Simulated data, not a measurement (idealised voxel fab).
Process module in this document: voxel gate over fins
cross-section cut | 190 nm wide | cells 5 nm
A cross-section is a grid of square cells, given in bands from the top down. A band is one or more rows of cells.
This entry defines a band. It first specifies the height of the band's top and the height of its bottom in nm, and then specifies the band's materials from left to right, stating each material with its width in nm. The word "everywhere" identifies a single material that fills the band from edge to edge, while the word "air" identifies empty space.
Heights are expressed relative to 0, this being the level below which the as-received wafer comprises one material exclusively. The lowest band is unbounded in the downward direction and is denoted as in "0 nm and below".
Think of "30->40" as a width that walks from the first number to the second as you go down the band, top row to bottom row, taking equal-sized steps from row to row.
"same as before" (step): cross-section cells unchanged, all of them.
Empty spaces without an open route to the top, at least 8 cells in extent, make up the entry "Enclosed void catalog"; each is given as width x height at distance, where the distance is measured from the left edge, and all are in nm.
Post-settings text on a step line: simulator's own remark regarding the step.
overlay nm: for a step with a mask, the amount by which the mask lay right of where it was planned; a negative amount means left of it.
Planned process steps:
1: RECEIVE [material Si]
2: CONFORMAL_DEP [material SiN] [thk nm 10]
3: MASKED_ETCH [tone cover] [mask id FINS] [width nm 15] [pitch nm 50] [etch materials SiN] [depth nm 10] [overlay nm 0]
4: MASKED_ETCH [tone cover] [mask id FINS] [width nm 15] [pitch nm 50] [etch materials Si] [depth nm 35] [overlay nm 0]
5: OXIDIZE [depth nm 5]
6: FILL_DEP [material SiO2] [thk nm 15]
7: CMP [height nm 10]
8: PATTERN [tone open] [mask id RAIL] [material resist] [width nm 15] [thk nm 15] [overlay nm 0]
9: DIRECTIONAL_ETCH [etch materials SiO2] [depth nm 40]
10: STRIP [etch materials resist]
11: CONFORMAL_DEP [material TiN] [thk nm 5]
12: FILL_DEP [material Ru] [thk nm 10]
13: CMP [height nm 10]
14: SELECTIVE_ETCH [etch materials W Ru TiN] [depth nm 30]
15: FILL_DEP [material SiO2] [thk nm 5]
16: CMP [height nm 10]
17: SELECTIVE_ETCH [etch materials SiO2] [depth nm 25]
18: STRIP [etch materials SiN]
19: CONFORMAL_DEP [material HfO2] [thk nm 5]
20: CONFORMAL_DEP [material TiN] [thk nm 5]
21: CONFORMAL_DEP [material TiAl] [thk nm 5]
22: CONFORMAL_DEP [material TiN] [thk nm 5]
23: FILL_DEP [material W] [thk nm 10]
24: CMP [height nm 25]
25: CONFORMAL_DEP [material SiN] [thk nm 5]
Account of the first of two wafers, which was processed as intended:
Received-state cross-section, reflecting completion of step 1:
  0 nm and below | Si everywhere
  Enclosed void catalog: none
The wafer, seen in cross-section, after step 2:
  10 nm to 0 nm | SiN everywhere
  All layers under 0 are left as they were.
The wafer, seen in cross-section, after step 3:
  10 nm to 0 nm | air: 60  SiN: 15  air: 35  SiN: 15  air: 65
  All layers under 0 are left as they were.
The wafer, seen in cross-section, after step 4:
  10 nm to 0 nm | air: 60  SiN: 15  air: 35  SiN: 15  air: 65
  0 nm to -35 nm | air: 60  Si: 15  air: 35  Si: 15  air: 65
  All layers under -35 are left as they were.
The wafer, seen in cross-section, after step 5:
  10 nm to 0 nm | air: 60  SiN: 15  air: 35  SiN: 15  air: 65
  0 nm to -35 nm | air: 60  SiO2: 5  Si: 5  SiO2: 5  air: 35  SiO2: 5  Si: 5  SiO2: 5  air: 65
  -35 nm to -40 nm | SiO2: 65  Si: 5  SiO2: 45  Si: 5  SiO2: 70
  All layers under -40 are left as they were.
The wafer, seen in cross-section, after step 6:
  25 nm to 10 nm | SiO2 everywhere
  10 nm to 0 nm | SiO2: 60  SiN: 15  SiO2: 35  SiN: 15  SiO2: 65
  0 nm to -40 nm | SiO2: 65  Si: 5  SiO2: 45  Si: 5  SiO2: 70
  All layers under -40 are left as they were.
The wafer, seen in cross-section, after step 7:
  10 nm to 0 nm | SiO2: 60  SiN: 15  SiO2: 35  SiN: 15  SiO2: 65
  All layers under 0 are left as they were.
The wafer, seen in cross-section, after step 8:
  25 nm to 10 nm | resist: 85  air: 15  resist: 90
  All layers under 10 are left as they were.
The wafer, seen in cross-section, after step 9:
  25 nm to 10 nm | resist: 85  air: 15  resist: 90
  10 nm to 0 nm | SiO2: 60  SiN: 15  SiO2: 10  air: 15  SiO2: 10  SiN: 15  SiO2: 65
  0 nm to -30 nm | SiO2: 65  Si: 5  SiO2: 15  air: 15  SiO2: 15  Si: 5  SiO2: 70
  All layers under -30 are left as they were.
The wafer, seen in cross-section, after step 10:
  10 nm to 0 nm | SiO2: 60  SiN: 15  SiO2: 10  air: 15  SiO2: 10  SiN: 15  SiO2: 65
  All layers under 0 are left as they were.
The wafer, seen in cross-section, after step 11:
  15 nm to 10 nm | TiN: 90  air: 5  TiN: 95
  10 nm to 0 nm | SiO2: 60  SiN: 15  SiO2: 10  TiN: 5  air: 5  TiN: 5  SiO2: 10  SiN: 15  SiO2: 65
  0 nm to -25 nm | SiO2: 65  Si: 5  SiO2: 15  TiN: 5  air: 5  TiN: 5  SiO2: 15  Si: 5  SiO2: 70
  -25 nm to -30 nm | SiO2: 65  Si: 5  SiO2: 15  TiN: 15  SiO2: 15  Si: 5  SiO2: 70
  All layers under -30 are left as they were.
The wafer, seen in cross-section, after step 12:
  25 nm to 15 nm | Ru everywhere
  15 nm to 10 nm | TiN: 90  Ru: 5  TiN: 95
  10 nm to 0 nm | SiO2: 60  SiN: 15  SiO2: 10  TiN: 5  Ru: 5  TiN: 5  SiO2: 10  SiN: 15  SiO2: 65
  0 nm to -25 nm | SiO2: 65  Si: 5  SiO2: 15  TiN: 5  Ru: 5  TiN: 5  SiO2: 15  Si: 5  SiO2: 70
  All layers under -25 are left as they were.
The wafer, seen in cross-section, after step 13:
  10 nm to 0 nm | SiO2: 60  SiN: 15  SiO2: 10  TiN: 5  Ru: 5  TiN: 5  SiO2: 10  SiN: 15  SiO2: 65
  All layers under 0 are left as they were.
The wafer, seen in cross-section, after step 14:
  10 nm to 0 nm | SiO2: 60  SiN: 15  SiO2: 10  air: 15  SiO2: 10  SiN: 15  SiO2: 65
  0 nm to -20 nm | SiO2: 65  Si: 5  SiO2: 15  air: 15  SiO2: 15  Si: 5  SiO2: 70
  All layers under -20 are left as they were.
The wafer, seen in cross-section, after step 15:
  15 nm to 10 nm | SiO2 everywhere
  10 nm to 0 nm | SiO2: 60  SiN: 15  SiO2: 35  SiN: 15  SiO2: 65
  0 nm to -20 nm | SiO2: 65  Si: 5  SiO2: 45  Si: 5  SiO2: 70
  All layers under -20 are left as they were.
The wafer, seen in cross-section, after step 16:
  10 nm to 0 nm | SiO2: 60  SiN: 15  SiO2: 35  SiN: 15  SiO2: 65
  All layers under 0 are left as they were.
The wafer, seen in cross-section, after step 17:
  10 nm to 0 nm | air: 60  SiN: 15  air: 35  SiN: 15  air: 65
  0 nm to -15 nm | air: 65  Si: 5  air: 45  Si: 5  air: 70
  All layers under -15 are left as they were.
The wafer, seen in cross-section, after step 18:
  0 nm to -15 nm | air: 65  Si: 5  air: 45  Si: 5  air: 70
  All layers under -15 are left as they were.
The wafer, seen in cross-section, after step 19:
  5 nm to 0 nm | air: 60  HfO2: 15  air: 35  HfO2: 15  air: 65
  0 nm to -10 nm | air: 60  HfO2: 5  Si: 5  HfO2: 5  air: 35  HfO2: 5  Si: 5  HfO2: 5  air: 65
  -10 nm to -15 nm | HfO2: 65  Si: 5  HfO2: 45  Si: 5  HfO2: 70
  All layers under -15 are left as they were.
The wafer, seen in cross-section, after step 20:
  10 nm to 5 nm | air: 55  TiN: 25  air: 25  TiN: 25  air: 60
  5 nm to 0 nm | air: 55  TiN: 5  HfO2: 15  TiN: 5  air: 25  TiN: 5  HfO2: 15  TiN: 5  air: 60
  0 nm to -5 nm | air: 55  TiN: 5  HfO2: 5  Si: 5  HfO2: 5  TiN: 5  air: 25  TiN: 5  HfO2: 5  Si: 5  HfO2: 5  TiN: 5  air: 60
  -5 nm to -10 nm | TiN: 60  HfO2: 5  Si: 5  HfO2: 5  TiN: 35  HfO2: 5  Si: 5  HfO2: 5  TiN: 65
  All layers under -10 are left as they were.
The wafer, seen in cross-section, after step 21:
  15 nm to 10 nm | air: 50  TiAl: 35  air: 15  TiAl: 35  air: 55
  10 nm to 5 nm | air: 50  TiAl: 5  TiN: 25  TiAl: 5  air: 15  TiAl: 5  TiN: 25  TiAl: 5  air: 55
  5 nm to 0 nm | air: 50  TiAl: 5  TiN: 5  HfO2: 15  TiN: 5  TiAl: 5  air: 15  TiAl: 5  TiN: 5  HfO2: 15  TiN: 5  TiAl: 5  air: 55
  0 nm to -5 nm | TiAl: 55  TiN: 5  HfO2: 5  Si: 5  HfO2: 5  TiN: 5  TiAl: 25  TiN: 5  HfO2: 5  Si: 5  HfO2: 5  TiN: 5  TiAl: 60
  All layers under -5 are left as they were.
The wafer, seen in cross-section, after step 22:
  20 nm to 15 nm | air: 45  TiN: 45  air: 5  TiN: 45  air: 50
  15 nm to 10 nm | air: 45  TiN: 5  TiAl: 35  TiN: 5  air: 5  TiN: 5  TiAl: 35  TiN: 5  air: 50
  10 nm to 5 nm | air: 45  TiN: 5  TiAl: 5  TiN: 25  TiAl: 5  TiN: 5  air: 5  TiN: 5  TiAl: 5  TiN: 25  TiAl: 5  TiN: 5  air: 50
  5 nm to 0 nm | TiN: 50  TiAl: 5  TiN: 5  HfO2: 15  TiN: 5  TiAl: 5  TiN: 15  TiAl: 5  TiN: 5  HfO2: 15  TiN: 5  TiAl: 5  TiN: 55
  All layers under 0 are left as they were.
The wafer, seen in cross-section, after step 23:
  30 nm to 20 nm | W everywhere
  20 nm to 15 nm | W: 45  TiN: 45  W: 5  TiN: 45  W: 50
  15 nm to 10 nm | W: 45  TiN: 5  TiAl: 35  TiN: 5  W: 5  TiN: 5  TiAl: 35  TiN: 5  W: 50
  10 nm to 5 nm | W: 45  TiN: 5  TiAl: 5  TiN: 25  TiAl: 5  TiN: 5  W: 5  TiN: 5  TiAl: 5  TiN: 25  TiAl: 5  TiN: 5  W: 50
  All layers under 5 are left as they were.
The wafer, seen in cross-section, after step 24:
  25 nm to 20 nm | W everywhere
  All layers under 20 are left as they were.
The wafer, seen in cross-section, after step 25:
  30 nm to 25 nm | SiN everywhere
  All layers under 25 are left as they were.
Companion wafer, the second of two: same beginning, same intended sequence, one mistake in carrying it out; through step 11 inclusive it tracks the first exactly:
At the planned end of step 12, the second wafer in cross-section:
  35 nm to 15 nm | Ru everywhere
  15 nm to 10 nm | TiN: 90  Ru: 5  TiN: 95
  10 nm to 0 nm | SiO2: 60  SiN: 15  SiO2: 10  TiN: 5  Ru: 5  TiN: 5  SiO2: 10  SiN: 15  SiO2: 65
  0 nm to -25 nm | SiO2: 65  Si: 5  SiO2: 15  TiN: 5  Ru: 5  TiN: 5  SiO2: 15  Si: 5  SiO2: 70
  All layers under -25 are left as they were.
At the planned end of step 13, the second wafer in cross-section:
  10 nm to 0 nm | SiO2: 60  SiN: 15  SiO2: 10  TiN: 5  Ru: 5  TiN: 5  SiO2: 10  SiN: 15  SiO2: 65
  All layers under 0 are left as they were.
At the planned end of step 14, the second wafer in cross-section:
  10 nm to 0 nm | SiO2: 60  SiN: 15  SiO2: 10  air: 15  SiO2: 10  SiN: 15  SiO2: 65
  0 nm to -20 nm | SiO2: 65  Si: 5  SiO2: 15  air: 15  SiO2: 15  Si: 5  SiO2: 70
  All layers under -20 are left as they were.
At the planned end of step 15, the second wafer in cross-section:
  15 nm to 10 nm | SiO2 everywhere
  10 nm to 0 nm | SiO2: 60  SiN: 15  SiO2: 35  SiN: 15  SiO2: 65
  0 nm to -20 nm | SiO2: 65  Si: 5  SiO2: 45  Si: 5  SiO2: 70
  All layers under -20 are left as they were.
At the planned end of step 16, the second wafer in cross-section:
  10 nm to 0 nm | SiO2: 60  SiN: 15  SiO2: 35  SiN: 15  SiO2: 65
  All layers under 0 are left as they were.
At the planned end of step 17, the second wafer in cross-section:
  10 nm to 0 nm | air: 60  SiN: 15  air: 35  SiN: 15  air: 65
  0 nm to -15 nm | air: 65  Si: 5  air: 45  Si: 5  air: 70
  All layers under -15 are left as they were.
At the planned end of step 18, the second wafer in cross-section:
  0 nm to -15 nm | air: 65  Si: 5  air: 45  Si: 5  air: 70
  All layers under -15 are left as they were.
At the planned end of step 19, the second wafer in cross-section:
  5 nm to 0 nm | air: 60  HfO2: 15  air: 35  HfO2: 15  air: 65
  0 nm to -10 nm | air: 60  HfO2: 5  Si: 5  HfO2: 5  air: 35  HfO2: 5  Si: 5  HfO2: 5  air: 65
  -10 nm to -15 nm | HfO2: 65  Si: 5  HfO2: 45  Si: 5  HfO2: 70
  All layers under -15 are left as they were.
At the planned end of step 20, the second wafer in cross-section:
  10 nm to 5 nm | air: 55  TiN: 25  air: 25  TiN: 25  air: 60
  5 nm to 0 nm | air: 55  TiN: 5  HfO2: 15  TiN: 5  air: 25  TiN: 5  HfO2: 15  TiN: 5  air: 60
  0 nm to -5 nm | air: 55  TiN: 5  HfO2: 5  Si: 5  HfO2: 5  TiN: 5  air: 25  TiN: 5  HfO2: 5  Si: 5  HfO2: 5  TiN: 5  air: 60
  -5 nm to -10 nm | TiN: 60  HfO2: 5  Si: 5  HfO2: 5  TiN: 35  HfO2: 5  Si: 5  HfO2: 5  TiN: 65
  All layers under -10 are left as they were.
At the planned end of step 21, the second wafer in cross-section:
  15 nm to 10 nm | air: 50  TiAl: 35  air: 15  TiAl: 35  air: 55
  10 nm to 5 nm | air: 50  TiAl: 5  TiN: 25  TiAl: 5  air: 15  TiAl: 5  TiN: 25  TiAl: 5  air: 55
  5 nm to 0 nm | air: 50  TiAl: 5  TiN: 5  HfO2: 15  TiN: 5  TiAl: 5  air: 15  TiAl: 5  TiN: 5  HfO2: 15  TiN: 5  TiAl: 5  air: 55
  0 nm to -5 nm | TiAl: 55  TiN: 5  HfO2: 5  Si: 5  HfO2: 5  TiN: 5  TiAl: 25  TiN: 5  HfO2: 5  Si: 5  HfO2: 5  TiN: 5  TiAl: 60
  All layers under -5 are left as they were.
At the planned end of step 22, the second wafer in cross-section:
  20 nm to 15 nm | air: 45  TiN: 45  air: 5  TiN: 45  air: 50
  15 nm to 10 nm | air: 45  TiN: 5  TiAl: 35  TiN: 5  air: 5  TiN: 5  TiAl: 35  TiN: 5  air: 50
  10 nm to 5 nm | air: 45  TiN: 5  TiAl: 5  TiN: 25  TiAl: 5  TiN: 5  air: 5  TiN: 5  TiAl: 5  TiN: 25  TiAl: 5  TiN: 5  air: 50
  5 nm to 0 nm | TiN: 50  TiAl: 5  TiN: 5  HfO2: 15  TiN: 5  TiAl: 5  TiN: 15  TiAl: 5  TiN: 5  HfO2: 15  TiN: 5  TiAl: 5  TiN: 55
  All layers under 0 are left as they were.
At the planned end of step 23, the second wafer in cross-section:
  30 nm to 20 nm | W everywhere
  20 nm to 15 nm | W: 45  TiN: 45  W: 5  TiN: 45  W: 50
  15 nm to 10 nm | W: 45  TiN: 5  TiAl: 35  TiN: 5  W: 5  TiN: 5  TiAl: 35  TiN: 5  W: 50
  10 nm to 5 nm | W: 45  TiN: 5  TiAl: 5  TiN: 25  TiAl: 5  TiN: 5  W: 5  TiN: 5  TiAl: 5  TiN: 25  TiAl: 5  TiN: 5  W: 50
  All layers under 5 are left as they were.
At the planned end of step 24, the second wafer in cross-section:
  25 nm to 20 nm | W everywhere
  All layers under 20 are left as they were.
At the planned end of step 25, the second wafer in cross-section:
  30 nm to 25 nm | SiN everywhere
  All layers under 25 are left as they were.
Diagnosis: execution of plan step 12 occurred twice
Outcome: the two wafer cross-sections end up identical, and the model's computation is unaffected by the mistake.
